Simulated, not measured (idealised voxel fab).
process module | voxel wiring stack
cross-section cut | 150 nm wide | cells 5 nm
A cross-section is a grid of square cells, given in bands from the top down. A band is one or more rows of cells.
Each band's line starts with the height of the band's top and of its bottom, in nm. Then come its materials from left to right, each with its width in nm. One material with "throughout" fills the band from edge to edge. "air" is empty space.
Height 0 is the level under which the wafer as received is all one material. The lowest band goes on downwards, as in "0 down".
A width such as "30 to 40" changes by the same amount from each row of cells to the next, from the band's top row to its bottom row.
"no change" after a step means that no cell of the cross-section changed.
closed voids: empty space of 8 cells or more with no open way to the top, each as width x height at its distance from the left edge, in nm
after a step's settings: what the simulator itself notes on the step
overlay nm, on a step with a mask: how far to the right of its planned place the mask lay; to the left if negative
plan
1 op RECEIVE | material Si
2 op CONFORMAL_DEP | material SiO2 | thk nm 15
3 op CONFORMAL_DEP | material SiCN | thk nm 5
4 op DIRECTIONAL_DEP | material SiO2 | thk nm 15
5 op DIRECTIONAL_DEP | material aC | thk nm 10
6 op PATTERN | tone open | mask id METAL_1 | material resist | width nm 25 | pitch nm 40 | thk nm 25 | overlay nm 0
7 op DIRECTIONAL_ETCH | etch materials aC | depth nm 10
8 op STRIP | etch materials resist
9 op DIRECTIONAL_ETCH | etch materials SiO2 | depth nm 15
10 op DIRECTIONAL_ETCH | etch materials SiCN | depth nm 5
11 op STRIP | etch materials aC
12 op CONFORMAL_DEP | material TiN | thk nm 5
13 op FILL_DEP | material Cu | thk nm 5
14 op CMP | height nm 35
15 op CONFORMAL_DEP | material SiCN | thk nm 5
16 op DIRECTIONAL_DEP | material lowk | thk nm 30
17 op DIRECTIONAL_DEP | material aC | thk nm 15
18 op PATTERN | tone open | mask id METAL_2 | material resist | width nm 25 | pitch nm 40 | thk nm 30 | overlay nm 0
19 op DIRECTIONAL_ETCH | etch materials aC | depth nm 15
20 op STRIP | etch materials resist
21 op DIRECTIONAL_ETCH | etch materials lowk | depth nm 15
22 op STRIP | etch materials aC
23 op MASKED_ETCH | tone open | mask id METAL_2_HOLES | width nm 15 | pitch nm 80 | etch materials lowk | depth nm 15 | overlay nm 0
24 op MASKED_ETCH | tone open | mask id METAL_2_HOLES | width nm 15 | pitch nm 80 | etch materials SiCN | depth nm 5 | overlay nm 0
25 op CONFORMAL_DEP | material TiN | thk nm 5
26 op FILL_DEP | material Ru | thk nm 10
27 op CMP | height nm 70
28 op CONFORMAL_DEP | material SiN | thk nm 5
as received, after step 1
  0 down: Si throughout
  closed voids: none
a wafer at the end: this start, this plan, one mistake
  75 to 70: SiN throughout
  70 to 60: Ru throughout
  60 to 55: TiN 65 | Ru 15 | TiN 70
  55 to 45: lowk 35 | TiN 10 | lowk 15 | TiN 5 | Ru 15 | TiN 5 | lowk 30 | TiN 10 | lowk 25
  45 to 40: lowk 35 | TiN 10 | lowk 15 | TiN 25 | lowk 30 | TiN 10 | lowk 25
  40 to 35: SiCN throughout
  35 to 20: SiO2 20 | TiN 5 | Cu 15 | TiN 5 | SiO2 15 | TiN 5 | Cu 15 | TiN 5 | SiO2 15 | TiN 5 | Cu 15 | TiN 5 | SiO2 25
  20 to 15: SiCN 20 | TiN 25 | SiCN 15 | TiN 25 | SiCN 15 | TiN 25 | SiCN 25
  15 to 0: SiO2 throughout
  0 down: Si throughout
  closed voids: none
what went wrong: step 23 ran as: op MASKED_ETCH | tone cover | mask id METAL_2_HOLES | width nm 15 | pitch nm 80 | etch materials lowk | depth nm 15 | overlay nm 0
